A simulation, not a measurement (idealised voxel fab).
Name of the process module below: voxel capacitor over wiring
Cross-sectional view cut (width: 280 nm; square cell size: 5 nm).
This document writes a cross-section as a grid whose cells are square, and gives it as bands, listed from the top down; one or more rows of cells form a band.
This entry defines a band. It first specifies the height of the band's top and the height of its bottom in nm, and then specifies the band's materials from left to right, stating each material with its width in nm. The word "all across" identifies a single material that fills the band from edge to edge, while the word "air" identifies empty space.
Heights from 0 (as-received wafer is one material below). Bottom band endless downward, as "top 0, no bottom".
Read "30..40" as a graded width: first number on top, second number at the bottom, same change between each pair of neighbouring rows.
The designation "nothing was modified", where it is given for a processing step, indicates that no cell of the cross-section was altered in the course of that step.
Any empty space of 8 cells or more lacking an open way to the top shows up in "Voids, sealed" as width x height at distance, distance from the left edge, in nm.
On a step's line, text after the settings is the simulator commenting on that step.
The "overlay nm" setting may appear on a step's line; for a step that uses a mask, it gives how far to the right of its planned position the mask lay, and a negative value indicates the left.

THE FOLLOWING LIST GIVES THE PLANNED PROCESS STEPS
1,RECEIVE: material Si
2,CONFORMAL_DEP: material SiO2, thk nm 10
3,DIRECTIONAL_DEP: material TiN, thk nm 5
4,DIRECTIONAL_DEP: material W, thk nm 20
5,MASKED_ETCH: tone cover, mask id METAL_1, width nm 25, pitch nm 85, etch materials W, depth nm 20, overlay nm 0
6,MASKED_ETCH: tone cover, mask id METAL_1, width nm 25, pitch nm 85, etch materials TiN, depth nm 5, overlay nm 0
7,CONFORMAL_DEP: material SiN, thk nm 5
8,FILL_DEP: material lowk, thk nm 5
9,CMP: height nm 35
10,CONFORMAL_DEP: material SiCN, thk nm 5
11,DIRECTIONAL_DEP: material SiO2, thk nm 15
12,PATTERN: tone open, mask id PLUG_1, material resist, width nm 15, thk nm 15, overlay nm 0
13,DIRECTIONAL_ETCH: etch materials SiO2, depth nm 15
14,DIRECTIONAL_ETCH: etch materials SiCN, depth nm 5
15,STRIP: etch materials resist
16,EPI: material Ru, thk nm 10
17,EPI: material Ru, thk nm 10
18,DIRECTIONAL_DEP: material TiN, thk nm 10
19,DIRECTIONAL_DEP: material HfO2, thk nm 5
20,DIRECTIONAL_DEP: material TiN, thk nm 5
21,DIRECTIONAL_DEP: material aC, thk nm 15
22,PATTERN: tone cover, mask id UPPER_PLATE, material resist, width nm 65, thk nm 30, overlay nm 0
23,DIRECTIONAL_ETCH: etch materials aC, depth nm 15
24,STRIP: etch materials resist
25,DIRECTIONAL_ETCH: etch materials TiN, depth nm 5
26,DIRECTIONAL_ETCH: etch materials HfO2, depth nm 5
27,STRIP: etch materials aC
28,DIRECTIONAL_DEP: material aC, thk nm 15
29,PATTERN: tone cover, mask id LOWER_PLATE, material resist, width nm 75, thk nm 35, overlay nm 0
30,DIRECTIONAL_ETCH: etch materials aC, depth nm 15
31,STRIP: etch materials resist
32,DIRECTIONAL_ETCH: etch materials TiN, depth nm 10
33,STRIP: etch materials aC
34,FILL_DEP: material SiO2, thk nm 15
35,CMP: height nm 85
36,DIRECTIONAL_DEP: material aC, thk nm 15
37,PATTERN: tone open, mask id PLUG_2, material resist, width nm 15, thk nm 35, overlay nm 0
38,DIRECTIONAL_ETCH: etch materials aC, depth nm 15
39,STRIP: etch materials resist
40,DIRECTIONAL_ETCH: etch materials SiO2, depth nm 10
41,STRIP: etch materials aC
42,CONFORMAL_DEP: material TiN, thk nm 5
43,FILL_DEP: material Cu, thk nm 5
44,CMP: height nm 85
45,CONFORMAL_DEP: material SiCN, thk nm 5

CROSS-SECTION: WAFER ON ARRIVAL = AFTER STEP 1
- top 0, no bottom | Si all across
- Voids, sealed: none

SECTIONED VIEW, FIRST OF TWO WAFERS, AT THE CLOSE OF THE MODULE, PROCESSED AS INTENDED IN THE PLAN
- top 90, bottom 85 | SiCN all across
- top 85, bottom 80 | SiO2=105 | TiN=5 | Cu=5 | TiN=5 | SiO2=160
- top 80, bottom 70 | SiO2=105..95 | TiN=15..65 | SiO2=160..120
- top 70, bottom 65 | SiO2=95 | HfO2=65 | SiO2=120
- top 65, bottom 55 | SiO2=90 | TiN=75 | SiO2=115
- top 55, bottom 40 | SiO2=95 | Ru=15 | SiO2=170
- top 40, bottom 35 | SiCN=95 | Ru=15 | SiCN=170
- top 35, bottom 15 | lowk=80 | SiN=5 | W=25 | SiN=5 | lowk=50 | SiN=5 | W=25 | SiN=5 | lowk=80
- top 15, bottom 10 | SiN=85 | TiN=25 | SiN=60 | TiN=25 | SiN=85
- top 10, bottom 0 | SiO2 all across
- top 0, no bottom | Si all across
- Voids, sealed: none

CROSS-SECTION, WAFER TWO OF TWO, END OF MODULE: SAME START AND PLAN AS WAFER ONE, ONE ERROR IN EXECUTION
- top 90, bottom 85 | SiCN all across
- top 85, bottom 80 | SiO2=105 | TiN=5 | Cu=5 | TiN=5 | SiO2=160
- top 80, bottom 70 | SiO2=105..110 | TiN=15..50 | SiO2=160..120
- top 70, bottom 65 | SiO2=110 | HfO2=50 | SiO2=120
- top 65, bottom 55 | SiO2=90 | TiN=5 | SiO2=15 | TiN=55 | SiO2=115
- top 55, bottom 50 | SiO2=95 | TiN=15 | SiO2=170
- top 50, bottom 45 | SiO2=95 | HfO2=15 | SiO2=170
- top 45, bottom 40 | SiO2=95 | TiN=15 | SiO2=170
- top 40, bottom 35 | SiCN=95 | TiN=15 | SiCN=170
- top 35, bottom 20 | W=85 | SiN=5 | lowk=15 | SiN=5 | W=60 | SiN=5 | lowk=15 | SiN=5 | W=85
- top 20, bottom 15 | W=85 | SiN=25 | W=60 | SiN=25 | W=85
- top 15, bottom 10 | TiN all across
- top 10, bottom 0 | SiO2 all across
- top 0, no bottom | Si all across
- Voids, sealed: none
The mistake made against the process plan was this: so step 5 ended up running with a different setting than we planned, it ran as MASKED_ETCH: tone open, mask id METAL_1, width nm 25, pitch nm 85, etch materials W, depth nm 20, overlay nm 0
End of process, cell counts, second wafer against first, materials with more or fewer: 12 fewer of Ru, 40 fewer of SiN, 12 more of SiO2, 46 more of TiN, 144 more of W, 150 fewer of lowk
